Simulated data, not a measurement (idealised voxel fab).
process module | voxel ribs on slabs
cross-section cut | 190 nm wide | cells 5 nm
A cross-section is a grid of square cells, given in bands from the top down. A band is one or more rows of cells.
Each band's line starts with the height of the band's top and of its bottom, in nm. Then come its materials from left to right, each with its width in nm. One material with "throughout" fills the band from edge to edge. "air" is empty space.
Height 0 is the level under which the wafer as received is all one material. The lowest band goes on downwards, as in "0 down".
A width such as "30 to 40" changes by the same amount from each row of cells to the next, from the band's top row to its bottom row.
"no change" after a step means that no cell of the cross-section changed.
closed voids: empty space of 8 cells or more with no open way to the top, each as width x height at its distance from the left edge, in nm
after a step's settings: what the simulator itself notes on the step
overlay nm, on a step with a mask: how far to the right of its planned place the mask lay; to the left if negative
plan
1 op RECEIVE | material Si
2 op DIRECTIONAL_DEP | material SiO2 | thk nm 30
3 op DIRECTIONAL_DEP | material polySi | thk nm 15
4 op MASKED_ETCH | tone cover | mask id RIB | width nm 25 | etch materials polySi | depth nm 10 | overlay nm -15
5 op MASKED_ETCH | tone cover | mask id SLAB | width nm 65 | etch materials polySi | depth nm 5 | overlay nm 0
6 op FILL_DEP | material SiO2 | thk nm 15
7 op CMP | height nm 55
8 op DIRECTIONAL_DEP | material TiN | thk nm 10
9 op PATTERN | tone cover | mask id HEATER | material resist | width nm 35 | thk nm 15 | overlay nm 0
10 op DIRECTIONAL_ETCH | etch materials TiN | depth nm 10
11 op STRIP | etch materials resist
12 op CONFORMAL_DEP | material SiN | thk nm 10
varied across the wafers: overlay nm of step 4. The plan shows the first wafer's value. All wafers start alike
first wafer as received, after step 1
  0 down: Si throughout
  closed voids: none
first wafer at the end, after step 12
  75 to 65: air 65 | SiN 55 | air 70
  65 to 55: SiN 75 | TiN 35 | SiN 80
  55 to 45: SiO2 throughout
  45 to 35: SiO2 65 | polySi 25 | SiO2 100
  35 to 30: SiO2 60 | polySi 65 | SiO2 65
  30 to 0: SiO2 throughout
  0 down: Si throughout
  closed voids: none
last wafer at the end
  75 to 65: air 65 | SiN 55 | air 70
  65 to 55: SiN 75 | TiN 35 | SiN 80
  55 to 45: SiO2 throughout
  45 to 35: SiO2 95 | polySi 25 | SiO2 70
  35 to 30: SiO2 60 | polySi 65 | SiO2 65
  30 to 0: SiO2 throughout
  0 down: Si throughout
  closed voids: none
each wafer at the end: cells of each material gained (+) or lost (-) since it was received, then its closed voids
overlay nm -15 | +84 SiN | +395 SiO2 | +14 TiN | +23 polySi | closed voids: none
overlay nm -10 | +84 SiN | +395 SiO2 | +14 TiN | +23 polySi | closed voids: none
overlay nm -5 | +84 SiN | +395 SiO2 | +14 TiN | +23 polySi | closed voids: none
overlay nm 0 | +84 SiN | +395 SiO2 | +14 TiN | +23 polySi | closed voids: none
overlay nm 5 | +84 SiN | +395 SiO2 | +14 TiN | +23 polySi | closed voids: none
overlay nm 10 | +84 SiN | +395 SiO2 | +14 TiN | +23 polySi | closed voids: none
overlay nm 15 | +84 SiN | +395 SiO2 | +14 TiN | +23 polySi | closed voids: none
